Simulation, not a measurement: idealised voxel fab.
process module | voxel released beams
The figure presents cross-section cut, which has a width of 230 nm and is divided into square cells with an edge length of 5 nm.
Cross-section format: a grid of square cells, given as bands from top to bottom; each band is one or more rows of cells. Band: top height; bottom height; in nm. Then, left to right: material with width in nm, for each material. "all across": a single material spanning edge to edge. "air": empty space. Note: height 0 marks the level under which the wafer is uniformly one material as received. Lowest band unbounded below, written "0 and below". Think of "30 to 40" as a width that walks from the first number to the second as you go down the band, top row to bottom row, taking equal-sized steps from row to row. No cell of the cross-section changed in a step that is given as "no modification". Closed-off voids of 8+ cells (no open route to the top) go in "Completely enclosed voids", written width x height at distance from the left edge, in nm. Past the settings on a step's line: simulator remark, on that step. "overlay nm" denotes, for a step that has a mask, the displacement of the mask to the right of its planned place, with negative values corresponding to the left.
Planned process steps:
step 1: RECEIVE with material Si
step 2: CONFORMAL_DEP with material Al2O3, thk nm 10
step 3: DIRECTIONAL_DEP with material SiO2, thk nm 15
step 4: PATTERN with tone open, mask id ANCHOR, material resist, width nm 35, thk nm 15, overlay nm 0
step 5: DIRECTIONAL_ETCH with etch materials SiO2, depth nm 15
step 6: STRIP with etch materials resist
step 7: CONFORMAL_DEP with material polySi, thk nm 10
step 8: DIRECTIONAL_DEP with material aC, thk nm 10
step 9: PATTERN with tone cover, mask id BEAM, material resist, width nm 95, thk nm 25, overlay nm 0
step 10: DIRECTIONAL_ETCH with etch materials aC, depth nm 10
step 11: STRIP with etch materials resist
step 12: DIRECTIONAL_ETCH with etch materials polySi, depth nm 10
step 13: STRIP with etch materials aC
step 14: STRIP with etch materials SiO2
The cross-section here shows the wafer as received, i.e. in its state after step 1:
> 0 and below | Si all across
> Completely enclosed voids: none
Wafer cross-section at end of module: start and plan as shown above, one execution error:
> 35 down to 25 | air 65 nm, then polySi 95 nm, then air 70 nm
> 25 down to 15 | Al2O3 all across
> 15 down to 0 | SiO2 all across
> 0 and below | Si all across
> Completely enclosed voids: none
Which mistake was made when the wafer was run? it was found that steps 2 and 3 of the process plan had been performed in exchanged positions
